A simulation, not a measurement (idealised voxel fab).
Presented below is a process module, voxel ribs on slabs.
Displayed cross-section: cut, width of 225 nm, square cells sized 5 nm.
Cross-section format: a grid of square cells, given as bands from top to bottom; each band is one or more rows of cells. Each band's line starts with the height of the band's top and of its bottom, in nm. Then come its materials from left to right, each with its width in nm. One material with "all across" fills the band from edge to edge. "empty" is empty space. Below 0: as-received wafer, all one material; heights counted from there. Lowest band: no bottom, goes on down, written "from 0 down". Think of "30->40" as a width that walks from the first number to the second as you go down the band, top row to bottom row, taking equal-sized steps from row to row. It should be understood that the words "everything unchanged", when stated for a given step, signify that the cross-section underwent no change in any of its cells during that step. This entry, "Sealed void listing", enumerates those empty regions of no fewer than 8 cells that possess no open connection to the top. Each region is reported in the form width x height at distance, the distance being taken from the left edge, with all three quantities expressed in nm. after a step's settings: what the simulator itself notes on the step. overlay nm: mask offset rightward from planned place, masked step; negative means leftward offset.
## Steps planned for the process
1: RECEIVE [material Si]
2: DIRECTIONAL_DEP [material SiO2] [thk nm 20]
3: DIRECTIONAL_DEP [material SiN] [thk nm 25]
4: PATTERN [tone cover] [mask id RIB] [material resist] [width nm 15] [thk nm 15] [overlay nm 0]
5: DIRECTIONAL_ETCH [etch materials SiN] [depth nm 15]
6: STRIP [etch materials resist]
7: MASKED_ETCH [tone cover] [mask id SLAB] [width nm 65] [etch materials SiN] [depth nm 10] [overlay nm 0]
8: FILL_DEP [material SiO2] [thk nm 25]
9: CMP [height nm 65]
10: DIRECTIONAL_DEP [material TiN] [thk nm 10]
11: MASKED_ETCH [tone cover] [mask id HEATER] [width nm 25] [etch materials TiN] [depth nm 10] [overlay nm 0]
12: CONFORMAL_DEP [material SiN] [thk nm 10]
## The following pertains to the first of two wafers, which was processed as planned
## Received-state cross-section, reflecting completion of step 1
  from 0 down | Si all across
  Sealed void listing: none
## Cross-sectional representation of the wafer at the conclusion of step 2
  from 20 to 0 | SiO2 all across
  At heights below 0, the structure remains unaltered.
## Cross-sectional representation of the wafer at the conclusion of step 3
  from 45 to 20 | SiN all across
  At heights below 20, the structure remains unaltered.
## Cross-sectional representation of the wafer at the conclusion of step 4
  from 60 to 45 | 105 nm empty, then 15 nm resist, then 105 nm empty
  At heights below 45, the structure remains unaltered.
## Cross-sectional representation of the wafer at the conclusion of step 5
  from 60 to 45 | 105 nm empty, then 15 nm resist, then 105 nm empty
  from 45 to 30 | 105 nm empty, then 15 nm SiN, then 105 nm empty
  At heights below 30, the structure remains unaltered.
## Cross-sectional representation of the wafer at the conclusion of step 6
  from 45 to 30 | 105 nm empty, then 15 nm SiN, then 105 nm empty
  At heights below 30, the structure remains unaltered.
## Cross-sectional representation of the wafer at the conclusion of step 7
  from 45 to 30 | 105 nm empty, then 15 nm SiN, then 105 nm empty
  from 30 to 20 | 80 nm empty, then 65 nm SiN, then 80 nm empty
  At heights below 20, the structure remains unaltered.
## Cross-sectional representation of the wafer at the conclusion of step 8
  from 70 to 45 | SiO2 all across
  from 45 to 30 | 105 nm SiO2, then 15 nm SiN, then 105 nm SiO2
  from 30 to 20 | 80 nm SiO2, then 65 nm SiN, then 80 nm SiO2
  At heights below 20, the structure remains unaltered.
## Cross-sectional representation of the wafer at the conclusion of step 9
  from 65 to 45 | SiO2 all across
  At heights below 45, the structure remains unaltered.
## Cross-sectional representation of the wafer at the conclusion of step 10
  from 75 to 65 | TiN all across
  At heights below 65, the structure remains unaltered.
## Cross-sectional representation of the wafer at the conclusion of step 11
  from 75 to 65 | 100 nm empty, then 25 nm TiN, then 100 nm empty
  At heights below 65, the structure remains unaltered.
## Cross-sectional representation of the wafer at the conclusion of step 12
  from 85 to 75 | 90 nm empty, then 45 nm SiN, then 90 nm empty
  from 75 to 65 | 100 nm SiN, then 25 nm TiN, then 100 nm SiN
  At heights below 65, the structure remains unaltered.
## The second wafer was prepared from the same starting point and under the same plan as the first; its processing contained one mistake, and it remains indistinguishable from the first wafer up to and including step 9
## Second wafer at the planned finish of step 10, seen in cross-section
  from 70 to 65 | TiN all across
  At heights below 65, the structure remains unaltered.
## Second wafer at the planned finish of step 11, seen in cross-section
  from 70 to 65 | 100 nm empty, then 25 nm TiN, then 100 nm empty
  At heights below 65, the structure remains unaltered.
## Second wafer at the planned finish of step 12, seen in cross-section
  from 80 to 75 | 90 nm empty, then 45 nm SiN, then 90 nm empty
  from 75 to 70 | SiN all across
  from 70 to 65 | 100 nm SiN, then 25 nm TiN, then 100 nm SiN
  At heights below 65, the structure remains unaltered.
Want to know what went wrong? step 10 did not use the planned setting and instead ran as DIRECTIONAL_DEP [material TiN] [thk nm 5]
Counted in cells at the end, the second wafer holds more or fewer of these materials than the first: SiN -4 | TiN -5
